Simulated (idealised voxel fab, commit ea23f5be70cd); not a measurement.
The process module presented herein is designated voxel air gaps.
260 nm wide, 5 nm square cells: that's cross-section cut.
Format of a cross-section: grid, square cells. Given as bands. Order: top down. Band: one or more rows of cells. What a band's entry tells you: where the top is and where the bottom is, as heights in nm, and after that what lies inside, material by material from left to right, each with its width in nm. Empty space is written as the word "blank", and a single material marked with the word "all across" occupies the band from edge to edge. Where do heights start? At 0: under that level the wafer as delivered is made of one material only. And the lowest band has no floor; it just carries on downward, as in "0 -> down". A width given as "30 to 40" starts at the first number in the band's top row and ends at the second number in its bottom row, shifting by an equal amount at every step from row to row. No cell of the cross-section changed in a step that is given as "nothing altered". Heads up: "Encapsulated voids" only lists the empty pockets with no open path to the top that are 8 cells or more, and it writes them as width x height at distance, distance from the left edge, in nm. after a step's settings: what the simulator itself notes on the step. Regarding "overlay nm": on a step with a mask, it is the distance the mask lay to the right of its planned place; a negative value places it to the left.
The planned process steps are enumerated hereunder:
1,RECEIVE, material Si
2,CONFORMAL_DEP, material SiO2, thk nm 15
3,CONFORMAL_DEP, material SiCN, thk nm 5
4,DIRECTIONAL_DEP, material lowk, thk nm 35
5,DIRECTIONAL_DEP, material aC, thk nm 15
6,PATTERN, tone open, mask id LINES, material resist, width nm 25, pitch nm 50, thk nm 35, overlay nm 0
7,DIRECTIONAL_ETCH, etch materials aC, depth nm 15
8,STRIP, etch materials resist
9,DIRECTIONAL_ETCH, etch materials lowk, depth nm 35
10,STRIP, etch materials aC
11,CONFORMAL_DEP, material TiN, thk nm 5
12,FILL_DEP, material Cu, thk nm 5
13,CMP, height nm 55
14,EPI, material Ru, thk nm 10
15,SELECTIVE_ETCH, etch materials lowk, depth nm 45
16,CONFORMAL_DEP, material SiCN, thk nm 5
Wafer, first of two, run as planned:
As-received state of the wafer in cross-section, equivalent to post-step 1:
0 -> down: Si all across
Encapsulated voids: none
The wafer, seen in cross-section, after step 2:
15 -> 0: SiO2 all across
No changes below 0.
The wafer, seen in cross-section, after step 3:
20 -> 15: SiCN all across
No changes below 15.
The wafer, seen in cross-section, after step 4:
55 -> 20: lowk all across
No changes below 20.
The wafer, seen in cross-section, after step 5:
70 -> 55: aC all across
No changes below 55.
The wafer, seen in cross-section, after step 6:
105 -> 70: 40 resist  25 blank  25 resist  25 blank  25 resist  25 blank  25 resist  25 blank  45 resist
No changes below 70.
The wafer, seen in cross-section, after step 7:
90 -> 70: 40 resist  25 blank  25 resist  25 blank  25 resist  25 blank  25 resist  25 blank  45 resist
70 -> 55: 40 aC  25 blank  25 aC  25 blank  25 aC  25 blank  25 aC  25 blank  45 aC
No changes below 55.
The wafer, seen in cross-section, after step 8:
70 -> 55: 40 aC  25 blank  25 aC  25 blank  25 aC  25 blank  25 aC  25 blank  45 aC
No changes below 55.
The wafer, seen in cross-section, after step 9:
70 -> 55: 40 aC  25 blank  25 aC  25 blank  25 aC  25 blank  25 aC  25 blank  45 aC
55 -> 20: 40 lowk  25 blank  25 lowk  25 blank  25 lowk  25 blank  25 lowk  25 blank  45 lowk
No changes below 20.
The wafer, seen in cross-section, after step 10:
55 -> 20: 40 lowk  25 blank  25 lowk  25 blank  25 lowk  25 blank  25 lowk  25 blank  45 lowk
No changes below 20.
The wafer, seen in cross-section, after step 11:
60 -> 55: 45 TiN  15 blank  35 TiN  15 blank  35 TiN  15 blank  35 TiN  15 blank  50 TiN
55 -> 25: 40 lowk  5 TiN  15 blank  5 TiN  25 lowk  5 TiN  15 blank  5 TiN  25 lowk  5 TiN  15 blank  5 TiN  25 lowk  5 TiN  15 blank  5 TiN  45 lowk
25 -> 20: 40 lowk  25 TiN  25 lowk  25 TiN  25 lowk  25 TiN  25 lowk  25 TiN  45 lowk
No changes below 20.
The wafer, seen in cross-section, after step 12:
65 -> 60: Cu all across
60 -> 55: 45 TiN  15 Cu  35 TiN  15 Cu  35 TiN  15 Cu  35 TiN  15 Cu  50 TiN
55 -> 25: 40 lowk  5 TiN  15 Cu  5 TiN  25 lowk  5 TiN  15 Cu  5 TiN  25 lowk  5 TiN  15 Cu  5 TiN  25 lowk  5 TiN  15 Cu  5 TiN  45 lowk
No changes below 25.
The wafer, seen in cross-section, after step 13:
55 -> 25: 40 lowk  5 TiN  15 Cu  5 TiN  25 lowk  5 TiN  15 Cu  5 TiN  25 lowk  5 TiN  15 Cu  5 TiN  25 lowk  5 TiN  15 Cu  5 TiN  45 lowk
No changes below 25.
The wafer, seen in cross-section, after step 14:
65 -> 55: 30 blank  45 Ru  5 blank  45 Ru  5 blank  45 Ru  5 blank  45 Ru  35 blank
No changes below 55.
The wafer, seen in cross-section, after step 15:
65 -> 55: 30 blank  45 Ru  5 blank  45 Ru  5 blank  45 Ru  5 blank  45 Ru  35 blank
55 -> 25: 40 blank  5 TiN  15 Cu  5 TiN  25 blank  5 TiN  15 Cu  5 TiN  25 blank  5 TiN  15 Cu  5 TiN  25 blank  5 TiN  15 Cu  5 TiN  45 blank
25 -> 20: 40 blank  25 TiN  25 blank  25 TiN  25 blank  25 TiN  25 blank  25 TiN  45 blank
No changes below 20.
The wafer, seen in cross-section, after step 16:
70 -> 65: 25 blank  205 SiCN  30 blank
65 -> 55: 25 blank  5 SiCN  45 Ru  5 SiCN  45 Ru  5 SiCN  45 Ru  5 SiCN  45 Ru  5 SiCN  30 blank
55 -> 50: 25 blank  15 SiCN  5 TiN  15 Cu  5 TiN  25 SiCN  5 TiN  15 Cu  5 TiN  25 SiCN  5 TiN  15 Cu  5 TiN  25 SiCN  5 TiN  15 Cu  5 TiN  15 SiCN  30 blank
50 -> 25: 35 blank  5 SiCN  5 TiN  15 Cu  5 TiN  5 SiCN  15 blank  5 SiCN  5 TiN  15 Cu  5 TiN  5 SiCN  15 blank  5 SiCN  5 TiN  15 Cu  5 TiN  5 SiCN  15 blank  5 SiCN  5 TiN  15 Cu  5 TiN  5 SiCN  40 blank
25 -> 20: 40 SiCN  25 TiN  25 SiCN  25 TiN  25 SiCN  25 TiN  25 SiCN  25 TiN  45 SiCN
No changes below 20.
Encapsulated voids: 15 x 25 at 70; 15 x 25 at 120; 15 x 25 at 170
The second wafer: identical to the first at the outset and in its planned sequence, differing only in that one mistake was made during processing; up to and including step 5, its path is the first wafer's path:
At the planned end of step 6, the second wafer in cross-section:
105 -> 70: 40 blank  25 resist  25 blank  25 resist  25 blank  25 resist  25 blank  25 resist  45 blank
No changes below 70.
At the planned end of step 7, the second wafer in cross-section:
90 -> 70: 40 blank  25 resist  25 blank  25 resist  25 blank  25 resist  25 blank  25 resist  45 blank
70 -> 55: 40 blank  25 aC  25 blank  25 aC  25 blank  25 aC  25 blank  25 aC  45 blank
No changes below 55.
At the planned end of step 8, the second wafer in cross-section:
70 -> 55: 40 blank  25 aC  25 blank  25 aC  25 blank  25 aC  25 blank  25 aC  45 blank
No changes below 55.
At the planned end of step 9, the second wafer in cross-section:
70 -> 55: 40 blank  25 aC  25 blank  25 aC  25 blank  25 aC  25 blank  25 aC  45 blank
55 -> 20: 40 blank  25 lowk  25 blank  25 lowk  25 blank  25 lowk  25 blank  25 lowk  45 blank
No changes below 20.
At the planned end of step 10, the second wafer in cross-section:
55 -> 20: 40 blank  25 lowk  25 blank  25 lowk  25 blank  25 lowk  25 blank  25 lowk  45 blank
No changes below 20.
At the planned end of step 11, the second wafer in cross-section:
60 -> 55: 35 blank  35 TiN  15 blank  35 TiN  15 blank  35 TiN  15 blank  35 TiN  40 blank
55 -> 25: 35 blank  5 TiN  25 lowk  5 TiN  15 blank  5 TiN  25 lowk  5 TiN  15 blank  5 TiN  25 lowk  5 TiN  15 blank  5 TiN  25 lowk  5 TiN  40 blank
25 -> 20: 40 TiN  25 lowk  25 TiN  25 lowk  25 TiN  25 lowk  25 TiN  25 lowk  45 TiN
No changes below 20.
At the planned end of step 12, the second wafer in cross-section:
65 -> 60: Cu all across
60 -> 55: 35 Cu  35 TiN  15 Cu  35 TiN  15 Cu  35 TiN  15 Cu  35 TiN  40 Cu
55 -> 25: 35 Cu  5 TiN  25 lowk  5 TiN  15 Cu  5 TiN  25 lowk  5 TiN  15 Cu  5 TiN  25 lowk  5 TiN  15 Cu  5 TiN  25 lowk  5 TiN  40 Cu
No changes below 25.
At the planned end of step 13, the second wafer in cross-section:
55 -> 25: 35 Cu  5 TiN  25 lowk  5 TiN  15 Cu  5 TiN  25 lowk  5 TiN  15 Cu  5 TiN  25 lowk  5 TiN  15 Cu  5 TiN  25 lowk  5 TiN  40 Cu
No changes below 25.
At the planned end of step 14, the second wafer in cross-section:
65 -> 55: 50 Ru  5 blank  45 Ru  5 blank  45 Ru  5 blank  45 Ru  5 blank  55 Ru
No changes below 55.
At the planned end of step 15, the second wafer in cross-section:
65 -> 55: 50 Ru  5 blank  45 Ru  5 blank  45 Ru  5 blank  45 Ru  5 blank  55 Ru
55 -> 25: 35 Cu  5 TiN  25 blank  5 TiN  15 Cu  5 TiN  25 blank  5 TiN  15 Cu  5 TiN  25 blank  5 TiN  15 Cu  5 TiN  25 blank  5 TiN  40 Cu
25 -> 20: 40 TiN  25 blank  25 TiN  25 blank  25 TiN  25 blank  25 TiN  25 blank  45 TiN
No changes below 20.
At the planned end of step 16, the second wafer in cross-section:
70 -> 65: SiCN all across
65 -> 55: 50 Ru  5 SiCN  45 Ru  5 SiCN  45 Ru  5 SiCN  45 Ru  5 SiCN  55 Ru
55 -> 50: 35 Cu  5 TiN  25 SiCN  5 TiN  15 Cu  5 TiN  25 SiCN  5 TiN  15 Cu  5 TiN  25 SiCN  5 TiN  15 Cu  5 TiN  25 SiCN  5 TiN  40 Cu
50 -> 25: 35 Cu  5 TiN  5 SiCN  15 blank  5 SiCN  5 TiN  15 Cu  5 TiN  5 SiCN  15 blank  5 SiCN  5 TiN  15 Cu  5 TiN  5 SiCN  15 blank  5 SiCN  5 TiN  15 Cu  5 TiN  5 SiCN  15 blank  5 SiCN  5 TiN  40 Cu
25 -> 20: 40 TiN  25 SiCN  25 TiN  25 SiCN  25 TiN  25 SiCN  25 TiN  25 SiCN  45 TiN
No changes below 20.
Encapsulated voids: 15 x 25 at 45; 15 x 25 at 95; 15 x 25 at 145; 15 x 25 at 195
Misprocessing identified: step 6 ran with different settings than intended, the actual operation and settings being PATTERN, tone cover, mask id LINES, material resist, width nm 25, pitch nm 50, thk nm 35, overlay nm 0
Cell-count delta at end, second wafer over first, by material: Cu: 72 more; Ru: 24 more; SiCN: 4 fewer; TiN: 12 more
By the end, 3 closed voids are present in the first wafer and 4 in the second.
